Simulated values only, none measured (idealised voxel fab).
process module | voxel self aligned vias
cross-section cut | 250 nm wide | cells 5 nm
A cross-section is a grid of square cells, given in bands from the top down. A band is one or more rows of cells.
Each band's line starts with the height of the band's top and of its bottom, in nm. Then come its materials from left to right, each with its width in nm. One material with "throughout" fills the band from edge to edge. "air" is empty space.
Height 0 is the level under which the wafer as received is all one material. The lowest band goes on downwards, as in "0 down".
A width such as "30 to 40" changes by the same amount from each row of cells to the next, from the band's top row to its bottom row.
"no change" after a step means that no cell of the cross-section changed.
closed voids: empty space of 8 cells or more with no open way to the top, each as width x height at its distance from the left edge, in nm
after a step's settings: what the simulator itself notes on the step
overlay nm, on a step with a mask: how far to the right of its planned place the mask lay; to the left if negative
plan
1 op RECEIVE | material Si
2 op CONFORMAL_DEP | material SiO2 | thk nm 10
3 op CONFORMAL_DEP | material SiCN | thk nm 5
4 op DIRECTIONAL_DEP | material SiO2 | thk nm 20
5 op PATTERN | tone open | mask id LINES | material resist | width nm 30 | pitch nm 55 | thk nm 15 | overlay nm 0
6 op DIRECTIONAL_ETCH | etch materials SiO2 | depth nm 20
7 op STRIP | etch materials resist
8 op CONFORMAL_DEP | material TiN | thk nm 5
9 op FILL_DEP | material Ru | thk nm 5
10 op CMP | height nm 35
11 op SELECTIVE_ETCH | etch materials W Ru TiN | depth nm 5
12 op FILL_DEP | material SiN | thk nm 10
13 op CMP | height nm 35
14 op DIRECTIONAL_DEP | material SiO2 | thk nm 10
15 op MASKED_ETCH | tone open | mask id VIAS | width nm 40 | pitch nm 55 | etch materials SiO2 | depth nm 20 | overlay nm 0
16 op MASKED_ETCH | tone open | mask id VIAS | width nm 40 | pitch nm 55 | etch materials SiN | depth nm 5 | overlay nm 0
17 op CONFORMAL_DEP | material TiN | thk nm 5
18 op FILL_DEP | material Ru | thk nm 10
19 op CMP | height nm 55
20 op CONFORMAL_DEP | material SiCN | thk nm 5
varied across the wafers: thk nm of step 14. The plan shows the first wafer's value. All wafers start alike
first wafer as received, after step 1
  0 down: Si throughout
  closed voids: none
each wafer at the end: cells of each material gained (+) or lost (-) since it was received, then its closed voids
thk nm 10 | +128 Ru | +100 SiCN | +268 SiO2 | +104 TiN | closed voids: none
thk nm 15 | +96 Ru | +100 SiCN | +300 SiO2 | +104 TiN | closed voids: none
thk nm 20 | +90 Ru | +100 SiCN | +332 SiO2 | +78 TiN | closed voids: none
thk nm 25 | +60 Ru | +100 SiCN | +18 SiN | +356 SiO2 | +66 TiN | closed voids: none
thk nm 30 | +42 Ru | +100 SiCN | +18 SiN | +380 SiO2 | +60 TiN | closed voids: none
thk nm 35 | +24 Ru | +100 SiCN | +18 SiN | +404 SiO2 | +54 TiN | closed voids: none
